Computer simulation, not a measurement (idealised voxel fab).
Documented hereafter: the process module known as voxel self aligned contacts.
The cross-section shown here is cut; it is 230 nm wide and divided into square cells measuring 5 nm on a side.
In what follows, cross-sections appear as grids of square cells, described through bands that run from the top down, where every band is one or more rows of cells.
Heights first: top, then bottom, in nm. Then materials, left to right, each with a width in nm. "all across" on a single material: fills the band edge to edge. "blank": empty space.
Counting heights begins at 0, where everything beneath is, in the wafer as received, one material. The lowest band has no bottom; it goes on downwards, as "0 -> down" shows.
Quick explanation for "30->40": the width changes in equal steps down the rows of cells, from the first number in the band's top row to the second number in its bottom row.
Step note "nothing was modified" = no cross-section cell changed.
"Encapsulated voids" contains a list of empty spaces, each no smaller than 8 cells and without an open way to the top, written in the form width x height at distance with the distance from the left edge and all three in nm.
Past the settings on a step's line: simulator remark, on that step.
"overlay nm" on a masked step: distance the mask lay right of its planned place, negative for left.

Listed below are the process steps as planned
1. RECEIVE with material Si
2. OXIDIZE with depth nm 5
3. DIRECTIONAL_DEP with material polySi, thk nm 30
4. DIRECTIONAL_DEP with material SiN, thk nm 20
5. MASKED_ETCH with tone cover, mask id GATE, width nm 25, pitch nm 55, etch materials SiN, depth nm 20, overlay nm 0
6. MASKED_ETCH with tone cover, mask id GATE, width nm 25, pitch nm 55, etch materials polySi, depth nm 30, overlay nm 0
7. CONFORMAL_DEP with material SiN, thk nm 5
8. DIRECTIONAL_ETCH with etch materials SiN, depth nm 5
9. FILL_DEP with material SiO2, thk nm 15
10. CMP with height nm 60
11. PATTERN with tone open, mask id CONTACT, material resist, width nm 40, thk nm 15, overlay nm 0
12. DIRECTIONAL_ETCH with etch materials SiO2, depth nm 65
13. STRIP with etch materials resist
14. CONFORMAL_DEP with material TiN, thk nm 5
15. FILL_DEP with material Ru, thk nm 10
16. CMP with height nm 60
17. CONFORMAL_DEP with material SiCN, thk nm 5

Incoming wafer in cross-section (state: after step 1)
0 -> down = Si all across
Encapsulated voids: none

Wafer at module end, in section. Began as above, planned as above, run with one mistake
65 -> 60 = SiCN all across
60 -> 50 = SiO2 95 / TiN 5->15 / Ru 30->10 / TiN 5->15 / SiO2 95
50 -> 30 = SiO2 70 / SiN 35 / TiN 5 / Ru 10 / TiN 5 / SiN 35 / SiO2 70
30 -> 10 = SiO2 70 / SiN 5 / polySi 25 / SiN 5 / TiN 5 / Ru 10 / TiN 5 / SiN 5 / polySi 25 / SiN 5 / SiO2 70
10 -> 5 = SiO2 70 / SiN 5 / polySi 25 / SiN 5 / TiN 20 / SiN 5 / polySi 25 / SiN 5 / SiO2 70
5 -> 0 = SiN 75 / polySi 25 / SiN 30 / polySi 25 / SiN 75
0 -> -5 = SiO2 all across
-5 -> down = Si all across
Encapsulated voids: none
Finding, execution versus plan: the run placed steps 7 and 8 each in the position the plan gave to the other
